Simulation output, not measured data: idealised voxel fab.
Title: Process Module voxel ribs on slabs
The figure presents cross-section cut, which has a width of 230 nm and is divided into square cells with an edge length of 5 nm.
Format of a cross-section: grid, square cells. Given as bands. Order: top down. Band: one or more rows of cells. The entry gives the band's vertical extent as a top height and a bottom height in nm, then its horizontal make-up as materials from left to right, each with a width in nm. "blank" stands for empty space; a single material marked "throughout" fills the band edge to edge. The reference from which all heights are counted is 0, the level beneath which the as-received wafer is entirely one material; the lowest band, having no lower bound, proceeds downward and is written after the example "top 0, no bottom". The two numbers in a width such as "30..40" mark its ends across the band: the first belongs to the top row of cells, the second to the bottom row, and from each row to the next the width moves by the same amount. "no alteration", as given for a step, is the statement that not any cell of the cross-section underwent a change during that step. Entry "Voids lacking openings" = empty spaces >= 8 cells with no open way to the top; each as width x height at distance, distance from left edge, all nm. Whatever follows a step's settings on its line is a remark the simulator itself makes about that step. If you see "overlay nm" on a step's line and that step has a mask, it's telling you how far right of where it was planned the mask ended up; a negative number means it went left instead.
## Process steps foreseen in the plan
1,RECEIVE [material Si]
2,DIRECTIONAL_DEP [material SiO2] [thk nm 25]
3,DIRECTIONAL_DEP [material polySi] [thk nm 15]
4,PATTERN [tone cover] [mask id RIB] [material resist] [width nm 25] [thk nm 15] [overlay nm 0]
5,DIRECTIONAL_ETCH [etch materials polySi] [depth nm 10]
6,STRIP [etch materials resist]
7,DIRECTIONAL_DEP [material aC] [thk nm 15]
8,PATTERN [tone cover] [mask id SLAB] [material resist] [width nm 75] [thk nm 30] [overlay nm 0]
9,DIRECTIONAL_ETCH [etch materials aC] [depth nm 15]
10,STRIP [etch materials resist]
11,DIRECTIONAL_ETCH [etch materials polySi] [depth nm 5]
12,STRIP [etch materials aC]
13,FILL_DEP [material SiO2] [thk nm 20]
14,CMP [height nm 50]
15,DIRECTIONAL_DEP [material TiN] [thk nm 10]
16,PATTERN [tone cover] [mask id HEATER] [material resist] [width nm 35] [thk nm 15] [overlay nm 0]
17,DIRECTIONAL_ETCH [etch materials TiN] [depth nm 10]
18,STRIP [etch materials resist]
19,CONFORMAL_DEP [material SiN] [thk nm 10]
varied across the wafers: width nm of step 8. The plan shows the first wafer's value. All wafers start alike
## Here's the first of the wafers in cross-section, just as we got it, i.e. after step 1
* top 0, no bottom | Si throughout
* Voids lacking openings: none
## Basically each wafer gets a line in the table, showing it at the end of the module: material by material, the cells it gained (+) or lost (-) since we got it, then its closed voids
width nm 75 | +100 SiN | +435 SiO2 | +14 TiN | +25 polySi | Voids lacking openings: none
width nm 80 | +100 SiN | +434 SiO2 | +14 TiN | +26 polySi | Voids lacking openings: none
width nm 85 | +100 SiN | +433 SiO2 | +14 TiN | +27 polySi | Voids lacking openings: none
width nm 90 | +100 SiN | +432 SiO2 | +14 TiN | +28 polySi | Voids lacking openings: none
width nm 95 | +100 SiN | +431 SiO2 | +14 TiN | +29 polySi | Voids lacking openings: none
width nm 100 | +100 SiN | +430 SiO2 | +14 TiN | +30 polySi | Voids lacking openings: none
